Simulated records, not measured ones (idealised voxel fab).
process module | voxel wiring stack
Cross-sectional view cut (width: 260 nm; square cell size: 5 nm).
Cross-section = grid of square cells, listed top down in bands; band = one or more rows. Each band's line starts with the height of the band's top and of its bottom, in nm. Then come its materials from left to right, each with its width in nm. One material with "all across" fills the band from edge to edge. "air" is empty space. Beneath 0, the wafer as received is one material, and that level is where height counting begins. The lowest band goes on downward without a bottom; it is written like "0..down". When a width is written as two numbers, as in "30->40", the first number is the width in the top row of cells of the band and the second is the width in its bottom row, and the width changes by the same amount from each row to the next. The designation "nothing changed", where it is given for a processing step, indicates that no cell of the cross-section was altered in the course of that step. So "Closed void listing" is basically the list of trapped voids: any empty space of 8 cells or more that can't reach the top through an opening. They're written width x height at distance, the distance being from the left edge, and it's all nm. It should be noted that, on the line of a given step, the content following the step's settings is a remark produced by the simulator itself with respect to that step. overlay nm: where the mask lay relative to plan, measured to the right, on steps with a mask; negatives go left.
-- Process steps foreseen in the plan
- 1: op RECEIVE | material Si
- 2: op CONFORMAL_DEP | material SiO2 | thk nm 15
- 3: op CONFORMAL_DEP | material SiN | thk nm 5
- 4: op DIRECTIONAL_DEP | material SiO2 | thk nm 15
- 5: op PATTERN | tone open | mask id METAL_1 | material resist | width nm 30 | pitch nm 60 | thk nm 15 | overlay nm 0
- 6: op DIRECTIONAL_ETCH | etch materials SiO2 | depth nm 15
- 7: op DIRECTIONAL_ETCH | etch materials SiN | depth nm 5
- 8: op STRIP | etch materials resist
- 9: op CONFORMAL_DEP | material TiN | thk nm 5
- 10: op FILL_DEP | material W | thk nm 5
- 11: op CMP | height nm 35
- 12: op EPI | material Ru | thk nm 5
- 13: op FILL_DEP | material SiCN | thk nm 5
- 14: op DIRECTIONAL_DEP | material lowk | thk nm 30
- 15: op DIRECTIONAL_DEP | material aC | thk nm 10
- 16: op PATTERN | tone open | mask id METAL_2 | material resist | width nm 30 | pitch nm 60 | thk nm 25 | overlay nm 0
- 17: op DIRECTIONAL_ETCH | etch materials aC | depth nm 10
- 18: op STRIP | etch materials resist
- 19: op DIRECTIONAL_ETCH | etch materials lowk | depth nm 20
- 20: op STRIP | etch materials aC
- 21: op DIRECTIONAL_DEP | material aC | thk nm 15
- 22: op PATTERN | tone open | mask id METAL_2_HOLES | material resist | width nm 15 | pitch nm 120 | thk nm 30 | overlay nm 0
- 23: op DIRECTIONAL_ETCH | etch materials aC | depth nm 15
- 24: op STRIP | etch materials resist
- 25: op DIRECTIONAL_ETCH | etch materials lowk | depth nm 10
- 26: op DIRECTIONAL_ETCH | etch materials SiCN | depth nm 5
- 27: op STRIP | etch materials aC
- 28: op CONFORMAL_DEP | material TiN | thk nm 5
- 29: op FILL_DEP | material Cu | thk nm 5
- 30: op CMP | height nm 75
- 31: op CONFORMAL_DEP | material SiCN | thk nm 5
- 32: op DIRECTIONAL_DEP | material lowk | thk nm 15
- 33: op MASKED_ETCH | tone open | mask id PLUG_2 | width nm 15 | pitch nm 120 | etch materials lowk | depth nm 15 | overlay nm 0
- 34: op MASKED_ETCH | tone open | mask id PLUG_2 | width nm 15 | pitch nm 120 | etch materials SiCN | depth nm 5 | overlay nm 0
- 35: op EPI | material Ru | thk nm 10
- 36: op EPI | material Ru | thk nm 10
- 37: op DIRECTIONAL_DEP | material TiN | thk nm 5
- 38: op DIRECTIONAL_DEP | material Ru | thk nm 25
- 39: op MASKED_ETCH | tone cover | mask id METAL_3 | width nm 30 | pitch nm 60 | etch materials Ru | depth nm 25 | overlay nm 0
- 40: op MASKED_ETCH | tone cover | mask id METAL_3 | width nm 30 | pitch nm 60 | etch materials TiN | depth nm 5 | overlay nm 0
- 41: op CONFORMAL_DEP | material SiN | thk nm 5
- 42: op FILL_DEP | material SiO2 | thk nm 5
- 43: op CMP | height nm 125
- 44: op CONFORMAL_DEP | material SiN | thk nm 5
-- Received-state cross-section, reflecting completion of step 1
* 0..down | Si all across
* Closed void listing: none
-- Cross-sectional view of the first of the two wafers upon completion of the module, processed in accordance with the plan
* 130..125 | SiN all across
* 125..100 | SiO2 50, then SiN 5, then Ru 30, then SiN 5, then SiO2 20, then SiN 5, then Ru 30, then SiN 5, then SiO2 20, then SiN 5, then Ru 30, then SiN 5, then SiO2 50
* 100..95 | SiN 55, then TiN 30, then SiN 30, then TiN 30, then SiN 30, then TiN 30, then SiN 55
* 95..80 | lowk 55, then Ru 15, then lowk 105, then Ru 15, then lowk 70
* 80..75 | SiCN 55, then Ru 15, then SiCN 105, then Ru 15, then SiCN 70
* 75..60 | lowk 55, then TiN 5, then Cu 20, then TiN 5, then lowk 30, then TiN 5, then Cu 20, then TiN 5, then lowk 30, then TiN 5, then Cu 20, then TiN 5, then lowk 55
* 60..55 | lowk 55, then TiN 5, then Cu 5, then TiN 20, then lowk 30, then TiN 30, then lowk 30, then TiN 5, then Cu 5, then TiN 20, then lowk 55
* 55..45 | lowk 55, then TiN 5, then Cu 5, then TiN 5, then lowk 105, then TiN 5, then Cu 5, then TiN 5, then lowk 70
* 45..40 | SiCN 55, then TiN 15, then SiCN 105, then TiN 15, then SiCN 70
* 40..35 | SiCN 50, then Ru 40, then SiCN 20, then Ru 40, then SiCN 20, then Ru 40, then SiCN 50
* 35..20 | SiO2 55, then TiN 5, then W 20, then TiN 5, then SiO2 30, then TiN 5, then W 20, then TiN 5, then SiO2 30, then TiN 5, then W 20, then TiN 5, then SiO2 55
* 20..15 | SiN 55, then TiN 30, then SiN 30, then TiN 30, then SiN 30, then TiN 30, then SiN 55
* 15..0 | SiO2 all across
* 0..down | Si all across
* Closed void listing: none
-- Wafer two, sectioned after the module: the first wafer's start, the first wafer's plan, and one mistake in how it was run
* 130..125 | SiN all across
* 125..100 | SiO2 50, then SiN 5, then Ru 30, then SiN 5, then SiO2 20, then SiN 5, then Ru 30, then SiN 5, then SiO2 20, then SiN 5, then Ru 30, then SiN 5, then SiO2 50
* 100..95 | SiN 55, then TiN 30, then SiN 30, then TiN 30, then SiN 30, then TiN 30, then SiN 55
* 95..80 | lowk 55, then Ru 15, then lowk 105, then Ru 15, then lowk 70
* 80..75 | SiCN 55, then Ru 15, then SiCN 105, then Ru 15, then SiCN 70
* 75..60 | lowk 55, then TiN 5, then Cu 20, then TiN 5, then lowk 30, then TiN 5, then Cu 20, then TiN 5, then lowk 30, then TiN 5, then Cu 20, then TiN 5, then lowk 55
* 60..55 | lowk 55, then TiN 5, then Cu 5, then TiN 20, then lowk 30, then TiN 30, then lowk 30, then TiN 5, then Cu 5, then TiN 20, then lowk 55
* 55..45 | lowk 55, then TiN 5, then Cu 5, then TiN 5, then lowk 105, then TiN 5, then Cu 5, then TiN 5, then lowk 70
* 45..40 | SiCN 55, then TiN 15, then SiCN 105, then TiN 15, then SiCN 70
* 40..35 | Ru all across
* 35..30 | TiN 60, then W 20, then TiN 40, then W 20, then TiN 40, then W 20, then TiN 60
* 30..20 | SiO2 55, then TiN 5, then W 20, then TiN 5, then SiO2 30, then TiN 5, then W 20, then TiN 5, then SiO2 30, then TiN 5, then W 20, then TiN 5, then SiO2 55
* 20..15 | SiO2 55, then TiN 30, then SiO2 30, then TiN 30, then SiO2 30, then TiN 30, then SiO2 55
* 15..0 | SiO2 all across
* 0..down | Si all across
* Closed void listing: none
What was done differently from what was planned? step 3 was dropped from the plan's execution and never run
The final cell counts differ between the wafers, with the second having more or fewer of some materials than the first: Ru +28, SiCN -28, SiN -34, TiN +34
